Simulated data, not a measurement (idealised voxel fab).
voxel self aligned contacts: a process module
The width of the displayed cross-section, cut, is 215 nm; its cells are square, with a size of 5 nm.
Square cells in a grid make up a cross-section in this document, and the grid is given as bands, listed from the top down, each one or more rows of cells. For a band, the entry starts with two heights in nm, that of the top and then that of the bottom, and carries on with the band's materials in order from left to right, each alongside its width in nm; the word "edge to edge" beside a single material means it fills the band edge to edge, and "blank" means empty space. The reference from which all heights are counted is 0, the level beneath which the as-received wafer is entirely one material; the lowest band, having no lower bound, proceeds downward and is written after the example "z 0 and below". A width such as "30->40" changes by the same amount from each row of cells to the next, from the band's top row to its bottom row. For the purposes of this document, the phrase "stayed the same" attached to a step denotes that no cell within the cross-section was modified by that step. Closed-off voids of 8+ cells (no open route to the top) go in "Sealed-off cavities", written width x height at distance from the left edge, in nm. Whatever follows a step's settings on its line is a remark the simulator itself makes about that step. A step's line can hold "overlay nm"; with a mask on that step, the setting says how far right of the planned place the mask lay, while a negative setting says it lay to the left.

The following list gives the planned process steps:
1. RECEIVE | material Si
2. CONFORMAL_DEP | material SiO2 | thk nm 5
3. DIRECTIONAL_DEP | material polySi | thk nm 20
4. DIRECTIONAL_DEP | material SiN | thk nm 25
5. PATTERN | tone cover | mask id GATE | material resist | width nm 35 | pitch nm 75 | thk nm 15 | overlay nm 0
6. DIRECTIONAL_ETCH | etch materials SiN | depth nm 25
7. DIRECTIONAL_ETCH | etch materials polySi | depth nm 20
8. STRIP | etch materials resist
9. CONFORMAL_DEP | material SiN | thk nm 10
10. DIRECTIONAL_ETCH | etch materials SiN | depth nm 10
11. FILL_DEP | material SiO2 | thk nm 20
12. CMP | height nm 60
13. DIRECTIONAL_DEP | material aC | thk nm 10
14. PATTERN | tone open | mask id CONTACT | material resist | width nm 50 | pitch nm 75 | thk nm 25 | overlay nm 0
15. DIRECTIONAL_ETCH | etch materials aC | depth nm 10
16. STRIP | etch materials resist
17. DIRECTIONAL_ETCH | etch materials SiO2 | depth nm 60
18. STRIP | etch materials aC
19. CONFORMAL_DEP | material TiN | thk nm 5
20. FILL_DEP | material Ru | thk nm 10
21. CMP | height nm 60
22. CONFORMAL_DEP | material SiCN | thk nm 5

So this is the incoming wafer in cross-section - it's already been through step 1:
	z 0 and below = Si edge to edge
	Sealed-off cavities: none

End-of-module XS, first of two wafers, run as planned:
	z 65 to 60 = SiCN edge to edge
	z 60 to 50 = SiO2: 45; TiN: 5->20; Ru: 40->10; TiN: 5->20; SiO2: 25; TiN: 5->20; Ru: 40->10; TiN: 5->20; SiO2: 45
	z 50 to 25 = SiO2: 5; SiN: 55; TiN: 5; Ru: 10; TiN: 5; SiN: 55; TiN: 5; Ru: 10; TiN: 5; SiN: 55; SiO2: 5
	z 25 to 5 = SiO2: 5; SiN: 10; polySi: 35; SiN: 10; TiN: 5; Ru: 10; TiN: 5; SiN: 10; polySi: 35; SiN: 10; TiN: 5; Ru: 10; TiN: 5; SiN: 10; polySi: 35; SiN: 10; SiO2: 5
	z 5 to 0 = SiO2: 60; TiN: 20; SiO2: 55; TiN: 20; SiO2: 60
	z 0 and below = Si edge to edge
	Sealed-off cavities: none

Cross-section, wafer two of two, end of module: same start and plan as wafer one, one error in execution:
	z 65 to 60 = Ru edge to edge
	z 60 to 50 = SiO2: 45; TiN: 5->20; Ru: 40->10; TiN: 5->20; SiO2: 25; TiN: 5->20; Ru: 40->10; TiN: 5->20; SiO2: 45
	z 50 to 25 = SiO2: 5; SiN: 55; TiN: 5; Ru: 10; TiN: 5; SiN: 55; TiN: 5; Ru: 10; TiN: 5; SiN: 55; SiO2: 5
	z 25 to 5 = SiO2: 5; SiN: 10; polySi: 35; SiN: 10; TiN: 5; Ru: 10; TiN: 5; SiN: 10; polySi: 35; SiN: 10; TiN: 5; Ru: 10; TiN: 5; SiN: 10; polySi: 35; SiN: 10; SiO2: 5
	z 5 to 0 = SiO2: 60; TiN: 20; SiO2: 55; TiN: 20; SiO2: 60
	z 0 and below = Si edge to edge
	Sealed-off cavities: none
It is concluded that the wafer was processed incorrectly with respect to the plan, in that step 22 was processed under conditions differing from the plan, specifically as CONFORMAL_DEP | material Ru | thk nm 5
Final difference in cells, second wafer against first, listed per material as more or fewer: 43 more of Ru | 43 fewer of SiCN
